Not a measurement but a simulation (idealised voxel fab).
Proc. module: voxel double patterning
Section cut is 150 nm wide and gridded with 5 nm square cells.
How to read a cross-section here: the picture is a grid of square cells, written as bands going from the top down, and any band can span one or more rows of cells.
What a band's entry tells you: where the top is and where the bottom is, as heights in nm, and after that what lies inside, material by material from left to right, each with its width in nm. Empty space is written as the word "blank", and a single material marked with the word "all across" occupies the band from edge to edge.
A quick word on heights: they are counted from 0, and under that level the wafer as it came to us is one material throughout. The lowest band is different from the rest in having no bottom; it simply continues downward, written as in "0 -> down".
The expression "30->40" gives the width at the extremes of the band, the first number at its top row of cells and the second at its bottom row, with the width changing by equal amounts from each row to the next in between.
When a step is marked "everything unchanged", none of the cells in the cross-section changed during that step.
Closed empty spaces (no open way to the top) of 8 cells or more are what "Voids, fully enclosed" lists, each as width x height at distance from the left edge, nm for all three.
Anything after a step's settings on that line? It's the simulator's own note about the step.
overlay nm, on a step with a mask: how far to the right of its planned place the mask lay; to the left if negative

**Planned process steps**
- 1: RECEIVE | material Si
- 2: CONFORMAL_DEP | material SiN | thk nm 5
- 3: DIRECTIONAL_DEP | material SiO2 | thk nm 15
- 4: DIRECTIONAL_DEP | material SiCN | thk nm 10
- 5: PATTERN | tone open | mask id FIRST | material resist | width nm 15 | pitch nm 50 | thk nm 20 | overlay nm 0
- 6: DIRECTIONAL_ETCH | etch materials SiCN | depth nm 10
- 7: STRIP | etch materials resist
- 8: MASKED_ETCH | tone open | mask id SECOND | width nm 15 | etch materials SiCN | depth nm 10 | overlay nm 0
- 9: DIRECTIONAL_ETCH | etch materials SiO2 | depth nm 15
- 10: STRIP | etch materials SiCN

**This is the cross-section of the wafer as we received it, i.e. after step 1**
0 -> down: Si all across
Voids, fully enclosed: none

**End state of the module in cross-section, given the above starting point and plan and one mistake in execution**
35 -> 20: SiO2 40 nm, blank 15 nm, SiO2 10 nm, blank 15 nm, SiO2 10 nm, blank 15 nm, SiO2 45 nm
20 -> 5: SiO2 all across
5 -> 0: SiN all across
0 -> down: Si all across
Voids, fully enclosed: none
What was done differently from what was planned? step 3, plan: ran twice
